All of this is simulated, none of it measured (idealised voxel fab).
Documented hereafter: the process module known as voxel released beams.
cross-section cut | 290 nm wide | cells 5 nm
In what follows, cross-sections appear as grids of square cells, described through bands that run from the top down, where every band is one or more rows of cells. Heights first: top, then bottom, in nm. Then materials, left to right, each with a width in nm. "full width" on a single material: fills the band edge to edge. "blank": empty space. Heads up on the height convention: 0 is the point under which the incoming wafer is all one material, and the lowest band has no bottom, it just keeps going down, like "0 -> down". It should be noted that a width expressed as "30..40" varies in equal increments from row to row of cells within the band, taking the value of the first number at the top row and that of the second number at the bottom row. A step reported as "no alterations made" is a step in which no cell of the cross-section changed. "Unvented voids" enumerates empty spaces isolated from the top, with no open way to it, that contain at least 8 cells, giving each as width x height at distance from the left edge, all three in nm. Step line, after settings: the simulator's comment on this step. overlay nm: mask right of planned place by this much (step with mask). Neg. = left.

Intended process steps
| 1 | RECEIVE with material Si |
| 2 | CONFORMAL_DEP with material Al2O3, thk nm 10 |
| 3 | DIRECTIONAL_DEP with material SiO2, thk nm 20 |
| 4 | DIRECTIONAL_DEP with material aC, thk nm 10 |
| 5 | PATTERN with tone open, mask id ANCHOR, material resist, width nm 40, thk nm 30, overlay nm 0 |
| 6 | DIRECTIONAL_ETCH with etch materials aC, depth nm 10 |
| 7 | STRIP with etch materials resist |
| 8 | DIRECTIONAL_ETCH with etch materials SiO2, depth nm 20 |
| 9 | STRIP with etch materials aC |
| 10 | CONFORMAL_DEP with material SiN, thk nm 15 |
| 11 | PATTERN with tone cover, mask id BEAM, material resist, width nm 115, thk nm 15, overlay nm 0 |
| 12 | DIRECTIONAL_ETCH with etch materials SiN, depth nm 5 |
| 13 | STRIP with etch materials resist |
| 14 | STRIP with etch materials SiO2 |
Heads up: all these wafers start the same, and what changes between them is the depth nm in step 12. The value you see in the plan is just what the first wafer got.

As-received state after step 1, first of several wafers, cross-section
> 0 -> down: Si full width
> Unvented voids: none

Every row in this table is a wafer at the end of the module, and it gives, for each of the materials, the cells that wafer has gained (+) or lost (-) since it was received, then its closed voids
depth nm 5; +116 Al2O3; +163 SiN; +200 SiO2; Unvented voids: none
depth nm 10; +116 Al2O3; +128 SiN; +200 SiO2; Unvented voids: none
depth nm 15; +116 Al2O3; +93 SiN; Unvented voids: none
depth nm 20; +116 Al2O3; +93 SiN; Unvented voids: none
depth nm 25; +116 Al2O3; +93 SiN; Unvented voids: none
depth nm 30; +116 Al2O3; +93 SiN; Unvented voids: none
